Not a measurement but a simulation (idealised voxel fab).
The following is a process module called voxel double patterning.
Section cut is 300 nm wide and gridded with 5 nm square cells.
Cross-section spec: square-cell grid; bands listed top down; each band is one or more rows.
A band entry consists of two parts. The first gives the height of the band's top and the height of its bottom, in nm. The rest lists the band's materials from left to right, each with its width in nm. A single material labelled with the word "edge to edge" fills the band from edge to edge, and the word "blank" marks empty space.
Ref level 0: as-received wafer is one material below here. Bottom band extends down with no lower bound ("top 0, no bottom").
A width given as "30 to 40" starts at the first number in the band's top row and ends at the second number in its bottom row, shifting by an equal amount at every step from row to row.
What does "left unchanged" mean for a step? It means no cell of the cross-section changed in that step.
"Sealed void listing": sealed empty spaces, 8 cells or more, no open way to top, listed width x height at distance, with distance from the left edge and width, height and distance in nm.
Heads up: the bit after the settings on a step's line is the simulator's remark on that step.
"overlay nm", when on a step's line for a step with a mask, measures how far to the right of its planned place the mask lay; a negative measure means to the left.
Process steps (planned):
1. RECEIVE: material Si
2. CONFORMAL_DEP: material SiO2, thk nm 5
3. DIRECTIONAL_DEP: material W, thk nm 15
4. DIRECTIONAL_DEP: material SiCN, thk nm 10
5. DIRECTIONAL_DEP: material aC, thk nm 15
6. PATTERN: tone open, mask id FIRST, material resist, width nm 15, pitch nm 50, thk nm 30, overlay nm 0
7. DIRECTIONAL_ETCH: etch materials aC, depth nm 15
8. STRIP: etch materials resist
9. DIRECTIONAL_ETCH: etch materials SiCN, depth nm 10
10. STRIP: etch materials aC
11. PATTERN: tone open, mask id SECOND, material resist, width nm 15, pitch nm 50, thk nm 15, overlay nm 0
12. DIRECTIONAL_ETCH: etch materials SiCN, depth nm 10
13. STRIP: etch materials resist
14. DIRECTIONAL_ETCH: etch materials W, depth nm 15
15. STRIP: etch materials SiCN
First wafer out of two, processed as planned:
Cross-section, incoming material, after step 1:
    top 0, no bottom = Si edge to edge
    Sealed void listing: none
After step 2: wafer cross-section:
    top 5, bottom 0 = SiO2 edge to edge
    At heights below 0, the structure remains unaltered.
After step 3: wafer cross-section:
    top 20, bottom 5 = W edge to edge
    At heights below 5, the structure remains unaltered.
After step 4: wafer cross-section:
    top 30, bottom 20 = SiCN edge to edge
    At heights below 20, the structure remains unaltered.
After step 5: wafer cross-section:
    top 45, bottom 30 = aC edge to edge
    At heights below 30, the structure remains unaltered.
After step 6: wafer cross-section:
    top 75, bottom 45 = 90 of resist; 15 of blank; 35 of resist; 15 of blank; 35 of resist; 15 of blank; 95 of resist
    At heights below 45, the structure remains unaltered.
After step 7: wafer cross-section:
    top 60, bottom 45 = 90 of resist; 15 of blank; 35 of resist; 15 of blank; 35 of resist; 15 of blank; 95 of resist
    top 45, bottom 30 = 90 of aC; 15 of blank; 35 of aC; 15 of blank; 35 of aC; 15 of blank; 95 of aC
    At heights below 30, the structure remains unaltered.
After step 8: wafer cross-section:
    top 45, bottom 30 = 90 of aC; 15 of blank; 35 of aC; 15 of blank; 35 of aC; 15 of blank; 95 of aC
    At heights below 30, the structure remains unaltered.
After step 9: wafer cross-section:
    top 45, bottom 30 = 90 of aC; 15 of blank; 35 of aC; 15 of blank; 35 of aC; 15 of blank; 95 of aC
    top 30, bottom 20 = 90 of SiCN; 15 of blank; 35 of SiCN; 15 of blank; 35 of SiCN; 15 of blank; 95 of SiCN
    At heights below 20, the structure remains unaltered.
After step 10: wafer cross-section:
    top 30, bottom 20 = 90 of SiCN; 15 of blank; 35 of SiCN; 15 of blank; 35 of SiCN; 15 of blank; 95 of SiCN
    At heights below 20, the structure remains unaltered.
After step 11: wafer cross-section:
    top 45, bottom 30 = 115 of resist; 15 of blank; 35 of resist; 15 of blank; 120 of resist
    top 30, bottom 20 = 90 of SiCN; 15 of resist; 35 of SiCN; 15 of resist; 35 of SiCN; 15 of resist; 95 of SiCN
    At heights below 20, the structure remains unaltered.
After step 12: wafer cross-section:
    top 45, bottom 30 = 115 of resist; 15 of blank; 35 of resist; 15 of blank; 120 of resist
    top 30, bottom 20 = 90 of SiCN; 15 of resist; 10 of SiCN; 15 of blank; 10 of SiCN; 15 of resist; 10 of SiCN; 15 of blank; 10 of SiCN; 15 of resist; 95 of SiCN
    At heights below 20, the structure remains unaltered.
After step 13: wafer cross-section:
    top 30, bottom 20 = 90 of SiCN; 15 of blank; 10 of SiCN; 15 of blank; 10 of SiCN; 15 of blank; 10 of SiCN; 15 of blank; 10 of SiCN; 15 of blank; 95 of SiCN
    At heights below 20, the structure remains unaltered.
After step 14: wafer cross-section:
    top 30, bottom 20 = 90 of SiCN; 15 of blank; 10 of SiCN; 15 of blank; 10 of SiCN; 15 of blank; 10 of SiCN; 15 of blank; 10 of SiCN; 15 of blank; 95 of SiCN
    top 20, bottom 5 = 90 of W; 15 of blank; 10 of W; 15 of blank; 10 of W; 15 of blank; 10 of W; 15 of blank; 10 of W; 15 of blank; 95 of W
    At heights below 5, the structure remains unaltered.
After step 15: wafer cross-section:
    top 20, bottom 5 = 90 of W; 15 of blank; 10 of W; 15 of blank; 10 of W; 15 of blank; 10 of W; 15 of blank; 10 of W; 15 of blank; 95 of W
    At heights below 5, the structure remains unaltered.
Wafer two: like wafer one in start and plan, but with one mistake in execution; identical up to and including step 1:
Second wafer, sectioned view, at step 2's planned end time: left unchanged
Second wafer, sectioned view, at step 3's planned end time:
    top 15, bottom 0 = W edge to edge
    At heights below 0, the structure remains unaltered.
Second wafer, sectioned view, at step 4's planned end time:
    top 25, bottom 15 = SiCN edge to edge
    At heights below 15, the structure remains unaltered.
Second wafer, sectioned view, at step 5's planned end time:
    top 40, bottom 25 = aC edge to edge
    At heights below 25, the structure remains unaltered.
Second wafer, sectioned view, at step 6's planned end time:
    top 70, bottom 40 = 90 of resist; 15 of blank; 35 of resist; 15 of blank; 35 of resist; 15 of blank; 95 of resist
    At heights below 40, the structure remains unaltered.
Second wafer, sectioned view, at step 7's planned end time:
    top 55, bottom 40 = 90 of resist; 15 of blank; 35 of resist; 15 of blank; 35 of resist; 15 of blank; 95 of resist
    top 40, bottom 25 = 90 of aC; 15 of blank; 35 of aC; 15 of blank; 35 of aC; 15 of blank; 95 of aC
    At heights below 25, the structure remains unaltered.
Second wafer, sectioned view, at step 8's planned end time:
    top 40, bottom 25 = 90 of aC; 15 of blank; 35 of aC; 15 of blank; 35 of aC; 15 of blank; 95 of aC
    At heights below 25, the structure remains unaltered.
Second wafer, sectioned view, at step 9's planned end time:
    top 40, bottom 25 = 90 of aC; 15 of blank; 35 of aC; 15 of blank; 35 of aC; 15 of blank; 95 of aC
    top 25, bottom 15 = 90 of SiCN; 15 of blank; 35 of SiCN; 15 of blank; 35 of SiCN; 15 of blank; 95 of SiCN
    At heights below 15, the structure remains unaltered.
Second wafer, sectioned view, at step 10's planned end time:
    top 25, bottom 15 = 90 of SiCN; 15 of blank; 35 of SiCN; 15 of blank; 35 of SiCN; 15 of blank; 95 of SiCN
    At heights below 15, the structure remains unaltered.
Second wafer, sectioned view, at step 11's planned end time:
    top 40, bottom 25 = 115 of resist; 15 of blank; 35 of resist; 15 of blank; 120 of resist
    top 25, bottom 15 = 90 of SiCN; 15 of resist; 35 of SiCN; 15 of resist; 35 of SiCN; 15 of resist; 95 of SiCN
    At heights below 15, the structure remains unaltered.
Second wafer, sectioned view, at step 12's planned end time:
    top 40, bottom 25 = 115 of resist; 15 of blank; 35 of resist; 15 of blank; 120 of resist
    top 25, bottom 15 = 90 of SiCN; 15 of resist; 10 of SiCN; 15 of blank; 10 of SiCN; 15 of resist; 10 of SiCN; 15 of blank; 10 of SiCN; 15 of resist; 95 of SiCN
    At heights below 15, the structure remains unaltered.
Second wafer, sectioned view, at step 13's planned end time:
    top 25, bottom 15 = 90 of SiCN; 15 of blank; 10 of SiCN; 15 of blank; 10 of SiCN; 15 of blank; 10 of SiCN; 15 of blank; 10 of SiCN; 15 of blank; 95 of SiCN
    At heights below 15, the structure remains unaltered.
Second wafer, sectioned view, at step 14's planned end time:
    top 25, bottom 15 = 90 of SiCN; 15 of blank; 10 of SiCN; 15 of blank; 10 of SiCN; 15 of blank; 10 of SiCN; 15 of blank; 10 of SiCN; 15 of blank; 95 of SiCN
    top 15, bottom 0 = 90 of W; 15 of blank; 10 of W; 15 of blank; 10 of W; 15 of blank; 10 of W; 15 of blank; 10 of W; 15 of blank; 95 of W
    At heights below 0, the structure remains unaltered.
Second wafer, sectioned view, at step 15's planned end time:
    top 15, bottom 0 = 90 of W; 15 of blank; 10 of W; 15 of blank; 10 of W; 15 of blank; 10 of W; 15 of blank; 10 of W; 15 of blank; 95 of W
    At heights below 0, the structure remains unaltered.
Deviation noted in wafer processing: step 2 of the plan was omitted and not executed
Final cells, second wafer relative to first, materials higher or lower: 60 fewer of SiO2
